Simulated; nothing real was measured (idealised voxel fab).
Documented hereafter: the process module known as voxel capacitor over wiring.
It is cross-section cut that appears here, measuring 225 nm in width, its square cells being 5 nm in size.
We lay out every cross-section as a grid of square cells and spell it out in bands from the top down, where one band means one or more rows of cells. Top, bottom (nm), then materials left to right with widths (nm); lone material tagged "everywhere" fills the whole band edge to edge; "empty" = empty space. Measure heights from 0. That's the level where, below it, the as-received wafer is all one material. The lowest band is bottomless and extends downward; write it as in "0 down". Width spec "30->40" -> top row of cells at first value, bottom row at second value, equal per-row change in between. Where a step carries "no change occurred", the cross-section came out of it unchanged, cell for cell. The entry "Closed empty spaces" lists the empty spaces that cover at least 8 cells and have no open path to the top. Each is written as width x height at distance, where the distance is measured from the left edge and all three values are in nm. On each step's line, the part that comes after the settings is the simulator's own comment on the step. overlay nm: mask offset rightward from planned place, masked step; negative means leftward offset.
The following list gives the planned process steps
1 RECEIVE (material Si)
2 CONFORMAL_DEP (material SiO2; thk nm 15)
3 CONFORMAL_DEP (material SiN; thk nm 5)
4 DIRECTIONAL_DEP (material SiO2; thk nm 25)
5 PATTERN (tone open; mask id METAL_1; material resist; width nm 30; pitch nm 80; thk nm 15; overlay nm 0)
6 DIRECTIONAL_ETCH (etch materials SiO2; depth nm 25)
7 DIRECTIONAL_ETCH (etch materials SiN; depth nm 5)
8 STRIP (etch materials resist)
9 CONFORMAL_DEP (material TiN; thk nm 5)
10 FILL_DEP (material W; thk nm 10)
11 CMP (height nm 45)
12 CONFORMAL_DEP (material SiCN; thk nm 5)
13 DIRECTIONAL_DEP (material lowk; thk nm 15)
14 PATTERN (tone open; mask id PLUG_1; material resist; width nm 15; thk nm 20; overlay nm 0)
15 DIRECTIONAL_ETCH (etch materials lowk; depth nm 15)
16 DIRECTIONAL_ETCH (etch materials SiCN; depth nm 5)
17 STRIP (etch materials resist)
18 EPI (material Ru; thk nm 10)
19 EPI (material Ru; thk nm 10)
20 DIRECTIONAL_DEP (material TiN; thk nm 10)
21 DIRECTIONAL_DEP (material HfO2; thk nm 5)
22 DIRECTIONAL_DEP (material TiN; thk nm 10)
23 MASKED_ETCH (tone cover; mask id UPPER_PLATE; width nm 55; etch materials TiN; depth nm 10; overlay nm 0)
24 MASKED_ETCH (tone cover; mask id UPPER_PLATE; width nm 55; etch materials HfO2; depth nm 5; overlay nm 0)
25 MASKED_ETCH (tone cover; mask id LOWER_PLATE; width nm 65; etch materials TiN; depth nm 10; overlay nm 0)
26 FILL_DEP (material SiO2; thk nm 20)
27 CMP (height nm 105)
28 PATTERN (tone open; mask id PLUG_2; material resist; width nm 15; thk nm 15; overlay nm 0)
29 DIRECTIONAL_ETCH (etch materials SiO2; depth nm 15)
30 STRIP (etch materials resist)
31 CONFORMAL_DEP (material TiN; thk nm 5)
32 FILL_DEP (material Ru; thk nm 10)
33 CMP (height nm 105)
34 CONFORMAL_DEP (material SiN; thk nm 5)
Delivered wafer in cross-section: state after step 1
	0 down = Si everywhere
	Closed empty spaces: none
First wafer of two, sectioned at end of module; run went per plan
	110 to 105 = SiN everywhere
	105 to 95 = SiO2 (80) | TiN (5) | Ru (5) | TiN (5) | SiO2 (130)
	95 to 90 = SiO2 (80) | TiN (15) | SiO2 (130)
	90 to 80 = SiO2 (70) | TiN (55) | SiO2 (100)
	80 to 75 = SiO2 (70) | HfO2 (55) | SiO2 (100)
	75 to 65 = SiO2 (65) | TiN (65) | SiO2 (95)
	65 to 50 = lowk (70) | Ru (15) | lowk (140)
	50 to 45 = SiCN (70) | Ru (15) | SiCN (140)
	45 to 20 = SiO2 (55) | TiN (5) | W (20) | TiN (5) | SiO2 (50) | TiN (5) | W (20) | TiN (5) | SiO2 (60)
	20 to 15 = SiN (55) | TiN (30) | SiN (50) | TiN (30) | SiN (60)
	15 to 0 = SiO2 everywhere
	0 down = Si everywhere
	Closed empty spaces: none
Cross-sectional view: second of two wafers, end of module; start and plan identical to the first, one mistake in running
	110 to 105 = SiN everywhere
	105 to 95 = SiO2 (80) | TiN (5) | Ru (5) | TiN (5) | SiO2 (130)
	95 to 90 = SiO2 (80) | TiN (15) | SiO2 (130)
	90 to 80 = SiO2 (85) | TiN (40) | SiO2 (100)
	80 to 75 = SiO2 (70) | TiN (15) | HfO2 (40) | SiO2 (100)
	75 to 70 = SiO2 (65) | TiN (65) | SiO2 (95)
	70 to 65 = SiO2 (65) | TiN (5) | HfO2 (15) | TiN (45) | SiO2 (95)
	65 to 55 = lowk (70) | TiN (15) | lowk (140)
	55 to 50 = lowk (70) | Ru (15) | lowk (140)
	50 to 45 = SiCN (70) | Ru (15) | SiCN (140)
	45 to 20 = SiO2 (55) | TiN (5) | W (20) | TiN (5) | SiO2 (50) | TiN (5) | W (20) | TiN (5) | SiO2 (60)
	20 to 15 = SiN (55) | TiN (30) | SiN (50) | TiN (30) | SiN (60)
	15 to 0 = SiO2 everywhere
	0 down = Si everywhere
	Closed empty spaces: none
what went wrong: since steps 18 and 19 are all the same, there's no way to know which one of them was skipped, only that one was
It is noted that, at the conclusion of processing, the second wafer exhibits a higher or lower cell count for certain materials relative to the first: -6 Ru, +6 SiO2
